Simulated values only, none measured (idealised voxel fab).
The following is a process module called voxel capacitor over wiring.
Cross-sectional view cut (width: 155 nm; square cell size: 5 nm).
Cross-section format: a grid of square cells, given as bands from top to bottom; each band is one or more rows of cells.
Band: top and bottom heights (nm) first, top before bottom; then materials from left to right, widths in nm. "all across" marks a sole material filling the band edge to edge. "empty" denotes empty space.
Heads up on the height convention: 0 is the point under which the incoming wafer is all one material, and the lowest band has no bottom, it just keeps going down, like "0 and below".
You'd read "30..40" like this: the band's top row of cells is as wide as the first number, its bottom row is as wide as the second, and going down, every row changes width by the same amount as the row before did.
You'll sometimes find "all unchanged" written for a step, and that's the way of saying that nowhere in the cross-section did a cell change during that step.
The label "closed voids" introduces a list of the empty spaces, 8 cells or larger, that have no open way up to the top; each entry in it reads width x height at distance, where the distance is taken from the left edge and all three are stated in nm.
Note: text after step settings on the step line = simulator remark on that step.
The optional step-line setting "overlay nm" applies to steps with a mask and quantifies how far to the right of its planned location the mask lay, a negative value indicating leftward placement.

[So here's the lineup of process steps we planned]
- 1: RECEIVE | material Si
- 2: CONFORMAL_DEP | material SiO2 | thk nm 15
- 3: DIRECTIONAL_DEP | material TiN | thk nm 5
- 4: DIRECTIONAL_DEP | material W | thk nm 15
- 5: PATTERN | tone cover | mask id METAL_1 | material resist | width nm 25 | pitch nm 95 | thk nm 20 | overlay nm 0
- 6: DIRECTIONAL_ETCH | etch materials W | depth nm 15
- 7: DIRECTIONAL_ETCH | etch materials TiN | depth nm 5
- 8: STRIP | etch materials resist
- 9: FILL_DEP | material lowk | thk nm 5
- 10: CMP | height nm 35
- 11: CONFORMAL_DEP | material SiCN | thk nm 5
- 12: DIRECTIONAL_DEP | material SiO2 | thk nm 20
- 13: MASKED_ETCH | tone open | mask id PLUG_1 | width nm 15 | etch materials SiO2 | depth nm 20 | overlay nm 0
- 14: MASKED_ETCH | tone open | mask id PLUG_1 | width nm 15 | etch materials SiCN | depth nm 5 | overlay nm 0
- 15: CONFORMAL_DEP | material TiN | thk nm 5
- 16: FILL_DEP | material Cu | thk nm 5
- 17: CMP | height nm 60
- 18: DIRECTIONAL_DEP | material TiN | thk nm 10
- 19: DIRECTIONAL_DEP | material SiN | thk nm 5
- 20: DIRECTIONAL_DEP | material TiN | thk nm 10
- 21: MASKED_ETCH | tone cover | mask id UPPER_PLATE | width nm 75 | etch materials TiN | depth nm 10 | overlay nm 0
- 22: MASKED_ETCH | tone cover | mask id UPPER_PLATE | width nm 75 | etch materials SiN | depth nm 5 | overlay nm -10
- 23: MASKED_ETCH | tone cover | mask id LOWER_PLATE | width nm 85 | etch materials TiN | depth nm 10 | overlay nm 0
- 24: FILL_DEP | material SiO2 | thk nm 15
- 25: CMP | height nm 95
- 26: PATTERN | tone open | mask id PLUG_2 | material resist | width nm 15 | thk nm 20 | overlay nm 0
- 27: DIRECTIONAL_ETCH | etch materials SiO2 | depth nm 10
- 28: STRIP | etch materials resist
- 29: CONFORMAL_DEP | material TiN | thk nm 5
- 30: FILL_DEP | material Ru | thk nm 5
- 31: CMP | height nm 95
- 32: CONFORMAL_DEP | material SiCN | thk nm 5
Wafer-to-wafer difference: overlay nm, step 22. Common start. Plan = first wafer's value.

[So this is the first of several wafers, cross-sectioned as it came to us, meaning it's at the end of step 1]
0 and below: Si all across
closed voids: none

[Note: the following table is arranged by wafer, a row apiece. Each row reports the end-of-module state: per material, cells gained (+) or cells lost (-) compared with the wafer as received; closed voids follow]
overlay nm -10; +4 Cu; +1 Ru; +59 SiCN; +17 SiN; +333 SiO2; +92 TiN; +30 W; +84 lowk; closed voids: none
overlay nm -5; +4 Cu; +1 Ru; +59 SiCN; +16 SiN; +336 SiO2; +90 TiN; +30 W; +84 lowk; closed voids: none
overlay nm 0; +4 Cu; +1 Ru; +59 SiCN; +15 SiN; +337 SiO2; +90 TiN; +30 W; +84 lowk; closed voids: none
overlay nm 5; +4 Cu; +1 Ru; +59 SiCN; +16 SiN; +336 SiO2; +90 TiN; +30 W; +84 lowk; closed voids: none
overlay nm 10; +4 Cu; +1 Ru; +59 SiCN; +17 SiN; +333 SiO2; +92 TiN; +30 W; +84 lowk; closed voids: none
overlay nm 15; +4 Cu; +1 Ru; +59 SiCN; +18 SiN; +330 SiO2; +94 TiN; +30 W; +84 lowk; closed voids: none
